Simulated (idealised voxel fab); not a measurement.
process module | voxel trench capacitor
cross-section cut | 210 nm wide | cells 5 nm
A cross-section is a grid of square cells, given in bands from the top down. A band is one or more rows of cells.
Each band's line starts with the height of the band's top and of its bottom, in nm. Then come its materials from left to right, each with its width in nm. One material with "throughout" fills the band from edge to edge. "air" is empty space.
Height 0 is the level under which the wafer as received is all one material. The lowest band goes on downwards, as in "0 down".
A width such as "30 to 40" changes by the same amount from each row of cells to the next, from the band's top row to its bottom row.
"no change" after a step means that no cell of the cross-section changed.
closed voids: empty space of 8 cells or more with no open way to the top, each as width x height at its distance from the left edge, in nm
after a step's settings: what the simulator itself notes on the step
overlay nm, on a step with a mask: how far to the right of its planned place the mask lay; to the left if negative
plan
1 op RECEIVE | material Si
2 op CONFORMAL_DEP | material SiN | thk nm 10
3 op PATTERN | tone open | mask id TRENCH | material resist | width nm 20 | pitch nm 35 | thk nm 15 | overlay nm 0
4 op DIRECTIONAL_ETCH | etch materials SiN | depth nm 10
5 op DIRECTIONAL_ETCH | etch materials Si | depth nm 25
6 op STRIP | etch materials resist
7 op CONFORMAL_DEP | material SiO2 | thk nm 5
8 op FILL_DEP | material polySi | thk nm 5
9 op CMP | height nm 10
first wafer, as planned
as received, after step 1
  0 down: Si throughout
  closed voids: none
after step 2
  10 to 0: SiN throughout
  below 0: unchanged
after step 3
  25 to 10: resist 40 | air 20 | resist 15 | air 20 | resist 15 | air 20 | resist 15 | air 20 | resist 45
  below 10: unchanged
after step 4
  25 to 10: resist 40 | air 20 | resist 15 | air 20 | resist 15 | air 20 | resist 15 | air 20 | resist 45
  10 to 0: SiN 40 | air 20 | SiN 15 | air 20 | SiN 15 | air 20 | SiN 15 | air 20 | SiN 45
  below 0: unchanged
after step 5
  25 to 10: resist 40 | air 20 | resist 15 | air 20 | resist 15 | air 20 | resist 15 | air 20 | resist 45
  10 to 0: SiN 40 | air 20 | SiN 15 | air 20 | SiN 15 | air 20 | SiN 15 | air 20 | SiN 45
  0 to -25: Si 40 | air 20 | Si 15 | air 20 | Si 15 | air 20 | Si 15 | air 20 | Si 45
  below -25: unchanged
after step 6
  10 to 0: SiN 40 | air 20 | SiN 15 | air 20 | SiN 15 | air 20 | SiN 15 | air 20 | SiN 45
  below 0: unchanged
after step 7
  15 to 10: SiO2 45 | air 10 | SiO2 25 | air 10 | SiO2 25 | air 10 | SiO2 25 | air 10 | SiO2 50
  10 to 0: SiN 40 | SiO2 5 | air 10 | SiO2 5 | SiN 15 | SiO2 5 | air 10 | SiO2 5 | SiN 15 | SiO2 5 | air 10 | SiO2 5 | SiN 15 | SiO2 5 | air 10 | SiO2 5 | SiN 45
  0 to -20: Si 40 | SiO2 5 | air 10 | SiO2 5 | Si 15 | SiO2 5 | air 10 | SiO2 5 | Si 15 | SiO2 5 | air 10 | SiO2 5 | Si 15 | SiO2 5 | air 10 | SiO2 5 | Si 45
  -20 to -25: Si 40 | SiO2 20 | Si 15 | SiO2 20 | Si 15 | SiO2 20 | Si 15 | SiO2 20 | Si 45
  below -25: unchanged
after step 8
  20 to 15: polySi throughout
  15 to 10: SiO2 45 | polySi 10 | SiO2 25 | polySi 10 | SiO2 25 | polySi 10 | SiO2 25 | polySi 10 | SiO2 50
  10 to 0: SiN 40 | SiO2 5 | polySi 10 | SiO2 5 | SiN 15 | SiO2 5 | polySi 10 | SiO2 5 | SiN 15 | SiO2 5 | polySi 10 | SiO2 5 | SiN 15 | SiO2 5 | polySi 10 | SiO2 5 | SiN 45
  0 to -20: Si 40 | SiO2 5 | polySi 10 | SiO2 5 | Si 15 | SiO2 5 | polySi 10 | SiO2 5 | Si 15 | SiO2 5 | polySi 10 | SiO2 5 | Si 15 | SiO2 5 | polySi 10 | SiO2 5 | Si 45
  below -20: unchanged
after step 9
  10 to 0: SiN 40 | SiO2 5 | polySi 10 | SiO2 5 | SiN 15 | SiO2 5 | polySi 10 | SiO2 5 | SiN 15 | SiO2 5 | polySi 10 | SiO2 5 | SiN 15 | SiO2 5 | polySi 10 | SiO2 5 | SiN 45
  below 0: unchanged
second wafer: like start, like plan, one mistake. Through step 2 it matches the first wafer
when step 3 should have ended
  25 to 10: resist 45 | air 15 | resist 20 | air 15 | resist 20 | air 15 | resist 20 | air 15 | resist 45
  below 10: unchanged
when step 4 should have ended
  25 to 10: resist 45 | air 15 | resist 20 | air 15 | resist 20 | air 15 | resist 20 | air 15 | resist 45
  10 to 0: SiN 45 | air 15 | SiN 20 | air 15 | SiN 20 | air 15 | SiN 20 | air 15 | SiN 45
  below 0: unchanged
when step 5 should have ended
  25 to 10: resist 45 | air 15 | resist 20 | air 15 | resist 20 | air 15 | resist 20 | air 15 | resist 45
  10 to 0: SiN 45 | air 15 | SiN 20 | air 15 | SiN 20 | air 15 | SiN 20 | air 15 | SiN 45
  0 to -25: Si 45 | air 15 | Si 20 | air 15 | Si 20 | air 15 | Si 20 | air 15 | Si 45
  below -25: unchanged
when step 6 should have ended
  10 to 0: SiN 45 | air 15 | SiN 20 | air 15 | SiN 20 | air 15 | SiN 20 | air 15 | SiN 45
  below 0: unchanged
when step 7 should have ended
  15 to 10: SiO2 50 | air 5 | SiO2 30 | air 5 | SiO2 30 | air 5 | SiO2 30 | air 5 | SiO2 50
  10 to 0: SiN 45 | SiO2 5 | air 5 | SiO2 5 | SiN 20 | SiO2 5 | air 5 | SiO2 5 | SiN 20 | SiO2 5 | air 5 | SiO2 5 | SiN 20 | SiO2 5 | air 5 | SiO2 5 | SiN 45
  0 to -20: Si 45 | SiO2 5 | air 5 | SiO2 5 | Si 20 | SiO2 5 | air 5 | SiO2 5 | Si 20 | SiO2 5 | air 5 | SiO2 5 | Si 20 | SiO2 5 | air 5 | SiO2 5 | Si 45
  -20 to -25: Si 45 | SiO2 15 | Si 20 | SiO2 15 | Si 20 | SiO2 15 | Si 20 | SiO2 15 | Si 45
  below -25: unchanged
when step 8 should have ended
  20 to 15: polySi throughout
  15 to 10: SiO2 50 | polySi 5 | SiO2 30 | polySi 5 | SiO2 30 | polySi 5 | SiO2 30 | polySi 5 | SiO2 50
  10 to 0: SiN 45 | SiO2 5 | polySi 5 | SiO2 5 | SiN 20 | SiO2 5 | polySi 5 | SiO2 5 | SiN 20 | SiO2 5 | polySi 5 | SiO2 5 | SiN 20 | SiO2 5 | polySi 5 | SiO2 5 | SiN 45
  0 to -20: Si 45 | SiO2 5 | polySi 5 | SiO2 5 | Si 20 | SiO2 5 | polySi 5 | SiO2 5 | Si 20 | SiO2 5 | polySi 5 | SiO2 5 | Si 20 | SiO2 5 | polySi 5 | SiO2 5 | Si 45
  below -20: unchanged
when step 9 should have ended
  10 to 0: SiN 45 | SiO2 5 | polySi 5 | SiO2 5 | SiN 20 | SiO2 5 | polySi 5 | SiO2 5 | SiN 20 | SiO2 5 | polySi 5 | SiO2 5 | SiN 20 | SiO2 5 | polySi 5 | SiO2 5 | SiN 45
  below 0: unchanged
what went wrong: step 3 ran as: op PATTERN | tone open | mask id TRENCH | material resist | width nm 15 | pitch nm 35 | thk nm 15 | overlay nm 0
at the end the second wafer has, in cells: 20 more of Si | 8 more of SiN | 4 fewer of SiO2 | 24 fewer of polySi
